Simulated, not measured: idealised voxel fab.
process module | voxel plated lines
cross-section cut | 255 nm wide | cells 5 nm
A cross-section is a grid of square cells, given in bands from the top down. A band is one or more rows of cells.
Each band's line starts with the height of the band's top and of its bottom, in nm. Then come its materials from left to right, each with its width in nm. One material with "throughout" fills the band from edge to edge. "air" is empty space.
Height 0 is the level under which the wafer as received is all one material. The lowest band goes on downwards, as in "0 down".
A width such as "30 to 40" changes by the same amount from each row of cells to the next, from the band's top row to its bottom row.
"no change" after a step means that no cell of the cross-section changed.
closed voids: empty space of 8 cells or more with no open way to the top, each as width x height at its distance from the left edge, in nm
after a step's settings: what the simulator itself notes on the step
overlay nm, on a step with a mask: how far to the right of its planned place the mask lay; to the left if negative
plan
1 op RECEIVE | material Si
2 op CONFORMAL_DEP | material Al2O3 | thk nm 10
3 op DIRECTIONAL_DEP | material TiN | thk nm 5
4 op PATTERN | tone open | mask id LINES | material resist | width nm 20 | pitch nm 50 | thk nm 20 | overlay nm 0
5 op EPI | material Ru | thk nm 5
6 op STRIP | etch materials resist
7 op DIRECTIONAL_ETCH | etch materials TiN | depth nm 5
8 op CONFORMAL_DEP | material SiCN | thk nm 5
as received, after step 1
  0 down: Si throughout
  closed voids: none
a wafer at the end: this start, this plan, one mistake
  25 to 20: air 85 | SiCN 30 | air 20 | SiCN 30 | air 90
  20 to 15: air 85 | SiCN 5 | Ru 20 | SiCN 5 | air 20 | SiCN 5 | Ru 20 | SiCN 5 | air 90
  15 to 10: SiCN 90 | TiN 20 | SiCN 30 | TiN 20 | SiCN 95
  10 to 0: TiN throughout
  0 down: Si throughout
  closed voids: none
what went wrong: step 2 ran as: op CONFORMAL_DEP | material TiN | thk nm 10
